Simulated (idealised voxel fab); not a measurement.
The process module presented herein is designated voxel self aligned vias.
Shown is cross-section cut, with a width of 280 nm and square cells of size 5 nm.
Cross-section = grid of square cells, listed top down in bands; band = one or more rows. Band: top height; bottom height; in nm. Then, left to right: material with width in nm, for each material. "throughout": a single material spanning edge to edge. "blank": empty space. Measure heights from 0. That's the level where, below it, the as-received wafer is all one material. The lowest band is bottomless and extends downward; write it as in "0 -> down". The two numbers in a width such as "30..40" mark its ends across the band: the first belongs to the top row of cells, the second to the bottom row, and from each row to the next the width moves by the same amount. No cell of the cross-section changed in a step that is given as "identical to before". "Enclosed void entries" means: voids of 8 cells or more that are shut off from the top with no open way through. Written width x height at distance, distance from the left edge, in nm. On a step's line, text after the settings is the simulator commenting on that step. The setting "overlay nm" may be written on the line of a step. When the step uses a mask, the value reports how far to the right of the planned place the mask lay, and a negative value reports that it lay to the left.
## The planned process steps are enumerated hereunder
step 1: RECEIVE, material Si
step 2: CONFORMAL_DEP, material SiO2, thk nm 10
step 3: CONFORMAL_DEP, material SiCN, thk nm 5
step 4: DIRECTIONAL_DEP, material lowk, thk nm 25
step 5: MASKED_ETCH, tone open, mask id LINES, width nm 20, pitch nm 45, etch materials lowk, depth nm 25, overlay nm 0
step 6: CONFORMAL_DEP, material TiN, thk nm 5
step 7: FILL_DEP, material W, thk nm 10
step 8: CMP, height nm 40
step 9: SELECTIVE_ETCH, etch materials W Ru TiN, depth nm 5
step 10: FILL_DEP, material SiN, thk nm 5
step 11: CMP, height nm 40
step 12: DIRECTIONAL_DEP, material lowk, thk nm 15
step 13: PATTERN, tone open, mask id VIAS, material resist, width nm 30, thk nm 20, overlay nm 0
step 14: DIRECTIONAL_ETCH, etch materials lowk, depth nm 15
step 15: DIRECTIONAL_ETCH, etch materials SiN, depth nm 5
step 16: STRIP, etch materials resist
step 17: CONFORMAL_DEP, material TiN, thk nm 5
step 18: FILL_DEP, material Ru, thk nm 10
step 19: CMP, height nm 55
step 20: CONFORMAL_DEP, material SiCN, thk nm 5
## First of two wafers, processed according to plan
## as received, after step 1
	0 -> down = Si throughout
	Enclosed void entries: none
## Cross-section of the wafer after step 2
	10 -> 0 = SiO2 throughout
	At heights below 0, the structure remains unaltered.
## Cross-section of the wafer after step 3
	15 -> 10 = SiCN throughout
	At heights below 10, the structure remains unaltered.
## Cross-section of the wafer after step 4
	40 -> 15 = lowk throughout
	At heights below 15, the structure remains unaltered.
## Cross-section of the wafer after step 5
	40 -> 15 = lowk 105, then blank 20, then lowk 25, then blank 20, then lowk 110
	At heights below 15, the structure remains unaltered.
## Cross-section of the wafer after step 6
	45 -> 40 = TiN 110, then blank 10, then TiN 35, then blank 10, then TiN 115
	40 -> 20 = lowk 105, then TiN 5, then blank 10, then TiN 5, then lowk 25, then TiN 5, then blank 10, then TiN 5, then lowk 110
	20 -> 15 = lowk 105, then TiN 20, then lowk 25, then TiN 20, then lowk 110
	At heights below 15, the structure remains unaltered.
## Cross-section of the wafer after step 7
	55 -> 45 = W throughout
	45 -> 40 = TiN 110, then W 10, then TiN 35, then W 10, then TiN 115
	40 -> 20 = lowk 105, then TiN 5, then W 10, then TiN 5, then lowk 25, then TiN 5, then W 10, then TiN 5, then lowk 110
	At heights below 20, the structure remains unaltered.
## Cross-section of the wafer after step 8
	40 -> 20 = lowk 105, then TiN 5, then W 10, then TiN 5, then lowk 25, then TiN 5, then W 10, then TiN 5, then lowk 110
	At heights below 20, the structure remains unaltered.
## Cross-section of the wafer after step 9
	40 -> 35 = lowk 105, then blank 20, then lowk 25, then blank 20, then lowk 110
	At heights below 35, the structure remains unaltered.
## Cross-section of the wafer after step 10
	45 -> 40 = SiN throughout
	40 -> 35 = lowk 105, then SiN 20, then lowk 25, then SiN 20, then lowk 110
	At heights below 35, the structure remains unaltered.
## Cross-section of the wafer after step 11
	40 -> 35 = lowk 105, then SiN 20, then lowk 25, then SiN 20, then lowk 110
	At heights below 35, the structure remains unaltered.
## Cross-section of the wafer after step 12
	55 -> 40 = lowk throughout
	At heights below 40, the structure remains unaltered.
## Cross-section of the wafer after step 13
	75 -> 55 = resist 100, then blank 30, then resist 150
	At heights below 55, the structure remains unaltered.
## Cross-section of the wafer after step 14
	75 -> 55 = resist 100, then blank 30, then resist 150
	55 -> 40 = lowk 100, then blank 30, then lowk 150
	At heights below 40, the structure remains unaltered.
## Cross-section of the wafer after step 15
	75 -> 55 = resist 100, then blank 30, then resist 150
	55 -> 40 = lowk 100, then blank 30, then lowk 150
	40 -> 35 = lowk 105, then blank 20, then lowk 25, then SiN 20, then lowk 110
	At heights below 35, the structure remains unaltered.
## Cross-section of the wafer after step 16
	55 -> 40 = lowk 100, then blank 30, then lowk 150
	At heights below 40, the structure remains unaltered.
## Cross-section of the wafer after step 17
	60 -> 55 = TiN 105, then blank 20, then TiN 155
	55 -> 45 = lowk 100, then TiN 5, then blank 20, then TiN 5, then lowk 150
	45 -> 40 = lowk 100, then TiN 10, then blank 10, then TiN 10, then lowk 150
	40 -> 35 = lowk 105, then TiN 20, then lowk 25, then SiN 20, then lowk 110
	At heights below 35, the structure remains unaltered.
## Cross-section of the wafer after step 18
	70 -> 60 = Ru throughout
	60 -> 55 = TiN 105, then Ru 20, then TiN 155
	55 -> 45 = lowk 100, then TiN 5, then Ru 20, then TiN 5, then lowk 150
	45 -> 40 = lowk 100, then TiN 10, then Ru 10, then TiN 10, then lowk 150
	At heights below 40, the structure remains unaltered.
## Cross-section of the wafer after step 19
	55 -> 45 = lowk 100, then TiN 5, then Ru 20, then TiN 5, then lowk 150
	At heights below 45, the structure remains unaltered.
## Cross-section of the wafer after step 20
	60 -> 55 = SiCN throughout
	At heights below 55, the structure remains unaltered.
## It is to be noted that the second wafer proceeded from the same initial state and according to the same plan as the first, although one mistake was committed in its execution; through step 4, inclusive, the two wafers share an identical history
## Cross-sectional view of the second wafer at the intended end time of process step 5
	40 -> 15 = lowk 115, then blank 20, then lowk 25, then blank 20, then lowk 100
	At heights below 15, the structure remains unaltered.
## Cross-sectional view of the second wafer at the intended end time of process step 6
	45 -> 40 = TiN 120, then blank 10, then TiN 35, then blank 10, then TiN 105
	40 -> 20 = lowk 115, then TiN 5, then blank 10, then TiN 5, then lowk 25, then TiN 5, then blank 10, then TiN 5, then lowk 100
	20 -> 15 = lowk 115, then TiN 20, then lowk 25, then TiN 20, then lowk 100
	At heights below 15, the structure remains unaltered.
## Cross-sectional view of the second wafer at the intended end time of process step 7
	55 -> 45 = W throughout
	45 -> 40 = TiN 120, then W 10, then TiN 35, then W 10, then TiN 105
	40 -> 20 = lowk 115, then TiN 5, then W 10, then TiN 5, then lowk 25, then TiN 5, then W 10, then TiN 5, then lowk 100
	At heights below 20, the structure remains unaltered.
## Cross-sectional view of the second wafer at the intended end time of process step 8
	40 -> 20 = lowk 115, then TiN 5, then W 10, then TiN 5, then lowk 25, then TiN 5, then W 10, then TiN 5, then lowk 100
	At heights below 20, the structure remains unaltered.
## Cross-sectional view of the second wafer at the intended end time of process step 9
	40 -> 35 = lowk 115, then blank 20, then lowk 25, then blank 20, then lowk 100
	At heights below 35, the structure remains unaltered.
## Cross-sectional view of the second wafer at the intended end time of process step 10
	45 -> 40 = SiN throughout
	40 -> 35 = lowk 115, then SiN 20, then lowk 25, then SiN 20, then lowk 100
	At heights below 35, the structure remains unaltered.
## Cross-sectional view of the second wafer at the intended end time of process step 11
	40 -> 35 = lowk 115, then SiN 20, then lowk 25, then SiN 20, then lowk 100
	At heights below 35, the structure remains unaltered.
## Cross-sectional view of the second wafer at the intended end time of process step 12
	55 -> 40 = lowk throughout
	At heights below 40, the structure remains unaltered.
## Cross-sectional view of the second wafer at the intended end time of process step 13
	75 -> 55 = resist 100, then blank 30, then resist 150
	At heights below 55, the structure remains unaltered.
## Cross-sectional view of the second wafer at the intended end time of process step 14
	75 -> 55 = resist 100, then blank 30, then resist 150
	55 -> 40 = lowk 100, then blank 30, then lowk 150
	At heights below 40, the structure remains unaltered.
## Cross-sectional view of the second wafer at the intended end time of process step 15
	75 -> 55 = resist 100, then blank 30, then resist 150
	55 -> 40 = lowk 100, then blank 30, then lowk 150
	40 -> 35 = lowk 115, then blank 15, then SiN 5, then lowk 25, then SiN 20, then lowk 100
	At heights below 35, the structure remains unaltered.
## Cross-sectional view of the second wafer at the intended end time of process step 16
	55 -> 40 = lowk 100, then blank 30, then lowk 150
	At heights below 40, the structure remains unaltered.
## Cross-sectional view of the second wafer at the intended end time of process step 17
	60 -> 55 = TiN 105, then blank 20, then TiN 155
	55 -> 45 = lowk 100, then TiN 5, then blank 20, then TiN 5, then lowk 150
	45 -> 40 = lowk 100, then TiN 20, then blank 5, then TiN 5, then lowk 150
	40 -> 35 = lowk 115, then TiN 15, then SiN 5, then lowk 25, then SiN 20, then lowk 100
	At heights below 35, the structure remains unaltered.
## Cross-sectional view of the second wafer at the intended end time of process step 18
	70 -> 60 = Ru throughout
	60 -> 55 = TiN 105, then Ru 20, then TiN 155
	55 -> 45 = lowk 100, then TiN 5, then Ru 20, then TiN 5, then lowk 150
	45 -> 40 = lowk 100, then TiN 20, then Ru 5, then TiN 5, then lowk 150
	At heights below 40, the structure remains unaltered.
## Cross-sectional view of the second wafer at the intended end time of process step 19
	55 -> 45 = lowk 100, then TiN 5, then Ru 20, then TiN 5, then lowk 150
	At heights below 45, the structure remains unaltered.
## Cross-sectional view of the second wafer at the intended end time of process step 20
	60 -> 55 = SiCN throughout
	At heights below 55, the structure remains unaltered.
Short version of what went wrong: step 5 off recipe, ran as MASKED_ETCH, tone open, mask id LINES, width nm 20, pitch nm 45, etch materials lowk, depth nm 25, overlay nm 10
Final comparison by cell count, materials where the second wafer has more or fewer than the first: Ru: 1 fewer, SiN: 1 more
